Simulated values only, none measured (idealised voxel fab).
process module | voxel tone inversion
cross-section cut | 200 nm wide | cells 5 nm
A cross-section is a grid of square cells, given in bands from the top down. A band is one or more rows of cells.
Each band's line starts with the height of the band's top and of its bottom, in nm. Then come its materials from left to right, each with its width in nm. One material with "throughout" fills the band from edge to edge. "air" is empty space.
Height 0 is the level under which the wafer as received is all one material. The lowest band goes on downwards, as in "0 down".
A width such as "30 to 40" changes by the same amount from each row of cells to the next, from the band's top row to its bottom row.
"no change" after a step means that no cell of the cross-section changed.
closed voids: empty space of 8 cells or more with no open way to the top, each as width x height at its distance from the left edge, in nm
after a step's settings: what the simulator itself notes on the step
overlay nm, on a step with a mask: how far to the right of its planned place the mask lay; to the left if negative
plan
1 op RECEIVE | material Si
2 op CONFORMAL_DEP | material SiN | thk nm 5
3 op DIRECTIONAL_DEP | material aC | thk nm 25
4 op PATTERN | tone cover | mask id POSTS | material resist | width nm 15 | pitch nm 50 | thk nm 35 | overlay nm 0
5 op DIRECTIONAL_ETCH | etch materials aC | depth nm 25
6 op STRIP | etch materials resist
7 op FILL_DEP | material SiO2 | thk nm 10
8 op CMP | height nm 30
9 op STRIP | etch materials aC
10 op CONFORMAL_DEP | material TiN | thk nm 5
11 op FILL_DEP | material Cu | thk nm 5
12 op CMP | height nm 30
13 op CONFORMAL_DEP | material SiN | thk nm 5
varied across the wafers: width nm of step 4. The plan shows the first wafer's value. All wafers start alike
first wafer as received, after step 1
  0 down: Si throughout
  closed voids: none
each wafer at the end: cells of each material gained (+) or lost (-) since it was received, then its closed voids
width nm 15 | +8 Cu | +80 SiN | +170 SiO2 | +22 TiN | closed voids: none
width nm 20 | +16 Cu | +80 SiN | +160 SiO2 | +24 TiN | closed voids: none
width nm 25 | +24 Cu | +80 SiN | +150 SiO2 | +26 TiN | closed voids: none
width nm 30 | +32 Cu | +80 SiN | +140 SiO2 | +28 TiN | closed voids: none
width nm 35 | +40 Cu | +80 SiN | +130 SiO2 | +30 TiN | closed voids: none
